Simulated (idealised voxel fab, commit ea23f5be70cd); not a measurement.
Process module in this document: voxel gate over fins
In the cross-section labelled cut, the width is 220 nm and each square cell is 5 nm.
Cross-sections here: square-cell grids, written as top-down lists of bands, a band being one or more rows of cells. Heights first: top, then bottom, in nm. Then materials, left to right, each with a width in nm. "everywhere" on a single material: fills the band edge to edge. "air": empty space. Beneath 0, the wafer as received is one material, and that level is where height counting begins. The lowest band goes on downward without a bottom; it is written like "0..down". Read "30 to 40" as a graded width: first number on top, second number at the bottom, same change between each pair of neighbouring rows. No cell of the cross-section changed in a step that is given as "no alteration". This entry, "Enclosed void catalog", enumerates those empty regions of no fewer than 8 cells that possess no open connection to the top. Each region is reported in the form width x height at distance, the distance being taken from the left edge, with all three quantities expressed in nm. Post-settings text on a step line: simulator's own remark regarding the step. "overlay nm" on a masked step: distance the mask lay right of its planned place, negative for left.

Set out below are the planned steps of the process:
- 1: RECEIVE [material Si]
- 2: CONFORMAL_DEP [material SiN] [thk nm 5]
- 3: MASKED_ETCH [tone cover] [mask id FINS] [width nm 15] [pitch nm 45] [etch materials SiN] [depth nm 5] [overlay nm 0]
- 4: MASKED_ETCH [tone cover] [mask id FINS] [width nm 15] [pitch nm 45] [etch materials Si] [depth nm 30] [overlay nm 0]
- 5: FILL_DEP [material SiO2] [thk nm 15]
- 6: CMP [height nm 5]
- 7: SELECTIVE_ETCH [etch materials SiO2] [depth nm 20]
- 8: STRIP [etch materials SiN]
- 9: CONFORMAL_DEP [material HfO2] [thk nm 5]
- 10: CONFORMAL_DEP [material TiN] [thk nm 5]
- 11: FILL_DEP [material W] [thk nm 15]
- 12: CMP [height nm 20]
- 13: CONFORMAL_DEP [material SiN] [thk nm 5]

Cross-sectional view of the wafer in its as-received condition, corresponding to the state after step 1:
0..down = Si everywhere
Enclosed void catalog: none

Cross-sectional image of the first of two wafers at the end of the module, the run having proceeded as planned:
25..20 = SiN everywhere
20..10 = W everywhere
10..5 = W 25 nm | TiN 35 nm | W 10 nm | TiN 35 nm | W 10 nm | TiN 35 nm | W 10 nm | TiN 35 nm | W 25 nm
5..0 = W 25 nm | TiN 5 nm | HfO2 25 nm | TiN 5 nm | W 10 nm | TiN 5 nm | HfO2 25 nm | TiN 5 nm | W 10 nm | TiN 5 nm | HfO2 25 nm | TiN 5 nm | W 10 nm | TiN 5 nm | HfO2 25 nm | TiN 5 nm | W 25 nm
0..-5 = W 25 nm | TiN 5 nm | HfO2 5 nm | Si 15 nm | HfO2 5 nm | TiN 5 nm | W 10 nm | TiN 5 nm | HfO2 5 nm | Si 15 nm | HfO2 5 nm | TiN 5 nm | W 10 nm | TiN 5 nm | HfO2 5 nm | Si 15 nm | HfO2 5 nm | TiN 5 nm | W 10 nm | TiN 5 nm | HfO2 5 nm | Si 15 nm | HfO2 5 nm | TiN 5 nm | W 25 nm
-5..-10 = TiN 30 nm | HfO2 5 nm | Si 15 nm | HfO2 5 nm | TiN 20 nm | HfO2 5 nm | Si 15 nm | HfO2 5 nm | TiN 20 nm | HfO2 5 nm | Si 15 nm | HfO2 5 nm | TiN 20 nm | HfO2 5 nm | Si 15 nm | HfO2 5 nm | TiN 30 nm
-10..-15 = HfO2 35 nm | Si 15 nm | HfO2 30 nm | Si 15 nm | HfO2 30 nm | Si 15 nm | HfO2 30 nm | Si 15 nm | HfO2 35 nm
-15..-30 = SiO2 35 nm | Si 15 nm | SiO2 30 nm | Si 15 nm | SiO2 30 nm | Si 15 nm | SiO2 30 nm | Si 15 nm | SiO2 35 nm
-30..down = Si everywhere
Enclosed void catalog: none

Wafer two, sectioned after the module: the first wafer's start, the first wafer's plan, and one mistake in how it was run:
25..20 = SiN everywhere
20..10 = W everywhere
10..5 = W 25 nm | TiN 35 nm | W 10 nm | TiN 35 nm | W 10 nm | TiN 35 nm | W 10 nm | TiN 35 nm | W 25 nm
5..0 = W 25 nm | TiN 5 nm | HfO2 25 nm | TiN 5 nm | W 10 nm | TiN 5 nm | HfO2 25 nm | TiN 5 nm | W 10 nm | TiN 5 nm | HfO2 25 nm | TiN 5 nm | W 10 nm | TiN 5 nm | HfO2 25 nm | TiN 5 nm | W 25 nm
0..-5 = W 25 nm | TiN 5 nm | HfO2 5 nm | Si 15 nm | HfO2 5 nm | TiN 5 nm | W 10 nm | TiN 5 nm | HfO2 5 nm | Si 15 nm | HfO2 5 nm | TiN 5 nm | W 10 nm | TiN 5 nm | HfO2 5 nm | Si 15 nm | HfO2 5 nm | TiN 5 nm | W 10 nm | TiN 5 nm | HfO2 5 nm | Si 15 nm | HfO2 5 nm | TiN 5 nm | W 25 nm
-5..-10 = TiN 30 nm | HfO2 5 nm | Si 15 nm | HfO2 5 nm | TiN 20 nm | HfO2 5 nm | Si 15 nm | HfO2 5 nm | TiN 20 nm | HfO2 5 nm | Si 15 nm | HfO2 5 nm | TiN 20 nm | HfO2 5 nm | Si 15 nm | HfO2 5 nm | TiN 30 nm
-10..-15 = HfO2 35 nm | Si 15 nm | HfO2 30 nm | Si 15 nm | HfO2 30 nm | Si 15 nm | HfO2 30 nm | Si 15 nm | HfO2 35 nm
-15..-60 = SiO2 35 nm | Si 15 nm | SiO2 30 nm | Si 15 nm | SiO2 30 nm | Si 15 nm | SiO2 30 nm | Si 15 nm | SiO2 35 nm
-60..down = Si everywhere
Enclosed void catalog: none
What was the processing mistake? step 4 of the plan was carried out twice
at the end the second wafer has, in cells: 192 fewer of Si; 192 more of SiO2
